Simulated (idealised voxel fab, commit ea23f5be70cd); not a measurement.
process module | voxel self aligned vias
cross-section cut | 185 nm wide | cells 5 nm
A cross-section is a grid of square cells, given in bands from the top down. A band is one or more rows of cells.
Each band's line starts with the height of the band's top and of its bottom, in nm. Then come its materials from left to right, each with its width in nm. One material with "throughout" fills the band from edge to edge. "air" is empty space.
Height 0 is the level under which the wafer as received is all one material. The lowest band goes on downwards, as in "0 down".
A width such as "30 to 40" changes by the same amount from each row of cells to the next, from the band's top row to its bottom row.
"no change" after a step means that no cell of the cross-section changed.
closed voids: empty space of 8 cells or more with no open way to the top, each as width x height at its distance from the left edge, in nm
after a step's settings: what the simulator itself notes on the step
overlay nm, on a step with a mask: how far to the right of its planned place the mask lay; to the left if negative
plan
1 op RECEIVE | material Si
2 op CONFORMAL_DEP | material SiO2 | thk nm 15
3 op CONFORMAL_DEP | material SiCN | thk nm 5
4 op DIRECTIONAL_DEP | material SiO2 | thk nm 30
5 op DIRECTIONAL_DEP | material aC | thk nm 15
6 op PATTERN | tone open | mask id LINES | material resist | width nm 30 | pitch nm 70 | thk nm 30 | overlay nm 0
7 op DIRECTIONAL_ETCH | etch materials aC | depth nm 15
8 op STRIP | etch materials resist
9 op DIRECTIONAL_ETCH | etch materials SiO2 | depth nm 30
10 op STRIP | etch materials aC
11 op CONFORMAL_DEP | material TiN | thk nm 5
12 op FILL_DEP | material W | thk nm 10
13 op CMP | height nm 50
14 op SELECTIVE_ETCH | etch materials W Ru TiN | depth nm 5
15 op FILL_DEP | material SiN | thk nm 5
16 op CMP | height nm 50
17 op DIRECTIONAL_DEP | material SiO2 | thk nm 15
18 op MASKED_ETCH | tone open | mask id VIAS | width nm 40 | pitch nm 70 | etch materials SiO2 | depth nm 15 | overlay nm 0
19 op MASKED_ETCH | tone open | mask id VIAS | width nm 40 | pitch nm 70 | etch materials SiN | depth nm 5 | overlay nm 0
20 op CONFORMAL_DEP | material TiN | thk nm 5
21 op FILL_DEP | material W | thk nm 5
22 op CMP | height nm 65
23 op CONFORMAL_DEP | material SiCN | thk nm 5
first wafer, as planned
as received, after step 1
  0 down: Si throughout
  closed voids: none
after step 2
  15 to 0: SiO2 throughout
  below 0: unchanged
after step 3
  20 to 15: SiCN throughout
  below 15: unchanged
after step 4
  50 to 20: SiO2 throughout
  below 20: unchanged
after step 5
  65 to 50: aC throughout
  below 50: unchanged
after step 6
  95 to 65: resist 40 | air 30 | resist 40 | air 30 | resist 45
  below 65: unchanged
after step 7
  80 to 65: resist 40 | air 30 | resist 40 | air 30 | resist 45
  65 to 50: aC 40 | air 30 | aC 40 | air 30 | aC 45
  below 50: unchanged
after step 8
  65 to 50: aC 40 | air 30 | aC 40 | air 30 | aC 45
  below 50: unchanged
after step 9
  65 to 50: aC 40 | air 30 | aC 40 | air 30 | aC 45
  50 to 20: SiO2 40 | air 30 | SiO2 40 | air 30 | SiO2 45
  below 20: unchanged
after step 10
  50 to 20: SiO2 40 | air 30 | SiO2 40 | air 30 | SiO2 45
  below 20: unchanged
after step 11
  55 to 50: TiN 45 | air 20 | TiN 50 | air 20 | TiN 50
  50 to 25: SiO2 40 | TiN 5 | air 20 | TiN 5 | SiO2 40 | TiN 5 | air 20 | TiN 5 | SiO2 45
  25 to 20: SiO2 40 | TiN 30 | SiO2 40 | TiN 30 | SiO2 45
  below 20: unchanged
after step 12
  65 to 55: W throughout
  55 to 50: TiN 45 | W 20 | TiN 50 | W 20 | TiN 50
  50 to 25: SiO2 40 | TiN 5 | W 20 | TiN 5 | SiO2 40 | TiN 5 | W 20 | TiN 5 | SiO2 45
  below 25: unchanged
after step 13
  50 to 25: SiO2 40 | TiN 5 | W 20 | TiN 5 | SiO2 40 | TiN 5 | W 20 | TiN 5 | SiO2 45
  below 25: unchanged
after step 14
  50 to 45: SiO2 40 | air 30 | SiO2 40 | air 30 | SiO2 45
  below 45: unchanged
after step 15
  55 to 50: SiN throughout
  50 to 45: SiO2 40 | SiN 30 | SiO2 40 | SiN 30 | SiO2 45
  below 45: unchanged
after step 16
  50 to 45: SiO2 40 | SiN 30 | SiO2 40 | SiN 30 | SiO2 45
  below 45: unchanged
after step 17
  65 to 50: SiO2 throughout
  below 50: unchanged
after step 18
  65 to 50: SiO2 35 | air 40 | SiO2 30 | air 40 | SiO2 40
  below 50: unchanged
after step 19
  65 to 50: SiO2 35 | air 40 | SiO2 30 | air 40 | SiO2 40
  50 to 45: SiO2 40 | air 30 | SiO2 40 | air 30 | SiO2 45
  below 45: unchanged
after step 20
  70 to 65: TiN 40 | air 30 | TiN 40 | air 30 | TiN 45
  65 to 55: SiO2 35 | TiN 5 | air 30 | TiN 5 | SiO2 30 | TiN 5 | air 30 | TiN 5 | SiO2 40
  55 to 50: SiO2 35 | TiN 10 | air 20 | TiN 10 | SiO2 30 | TiN 10 | air 20 | TiN 10 | SiO2 40
  50 to 45: SiO2 40 | TiN 30 | SiO2 40 | TiN 30 | SiO2 45
  below 45: unchanged
after step 21
  75 to 70: W throughout
  70 to 65: TiN 40 | W 30 | TiN 40 | W 30 | TiN 45
  65 to 55: SiO2 35 | TiN 5 | W 30 | TiN 5 | SiO2 30 | TiN 5 | W 30 | TiN 5 | SiO2 40
  55 to 50: SiO2 35 | TiN 10 | W 20 | TiN 10 | SiO2 30 | TiN 10 | W 20 | TiN 10 | SiO2 40
  below 50: unchanged
after step 22
  65 to 55: SiO2 35 | TiN 5 | W 30 | TiN 5 | SiO2 30 | TiN 5 | W 30 | TiN 5 | SiO2 40
  below 55: unchanged
after step 23
  70 to 65: SiCN throughout
  below 65: unchanged
second wafer: like start, like plan, one mistake. Through step 18 it matches the first wafer
when step 19 should have ended
  65 to 50: SiO2 35 | air 40 | SiO2 30 | air 40 | SiO2 40
  50 to 45: SiO2 40 | air 25 | SiN 5 | SiO2 40 | air 25 | SiN 5 | SiO2 45
  below 45: unchanged
when step 20 should have ended
  70 to 65: TiN 40 | air 30 | TiN 40 | air 30 | TiN 45
  65 to 55: SiO2 35 | TiN 5 | air 30 | TiN 5 | SiO2 30 | TiN 5 | air 30 | TiN 5 | SiO2 40
  55 to 50: SiO2 35 | TiN 10 | air 15 | TiN 15 | SiO2 30 | TiN 10 | air 15 | TiN 15 | SiO2 40
  50 to 45: SiO2 40 | TiN 25 | SiN 5 | SiO2 40 | TiN 25 | SiN 5 | SiO2 45
  below 45: unchanged
when step 21 should have ended
  75 to 70: W throughout
  70 to 65: TiN 40 | W 30 | TiN 40 | W 30 | TiN 45
  65 to 55: SiO2 35 | TiN 5 | W 30 | TiN 5 | SiO2 30 | TiN 5 | W 30 | TiN 5 | SiO2 40
  55 to 50: SiO2 35 | TiN 10 | W 15 | TiN 15 | SiO2 30 | TiN 10 | W 15 | TiN 15 | SiO2 40
  below 50: unchanged
when step 22 should have ended
  65 to 55: SiO2 35 | TiN 5 | W 30 | TiN 5 | SiO2 30 | TiN 5 | W 30 | TiN 5 | SiO2 40
  below 55: unchanged
when step 23 should have ended
  70 to 65: SiCN throughout
  below 65: unchanged
what went wrong: step 19 ran as: op MASKED_ETCH | tone open | mask id VIAS | width nm 40 | pitch nm 70 | etch materials SiN | depth nm 5 | overlay nm -10
at the end the second wafer has, in cells: 2 more of SiN | 2 fewer of W
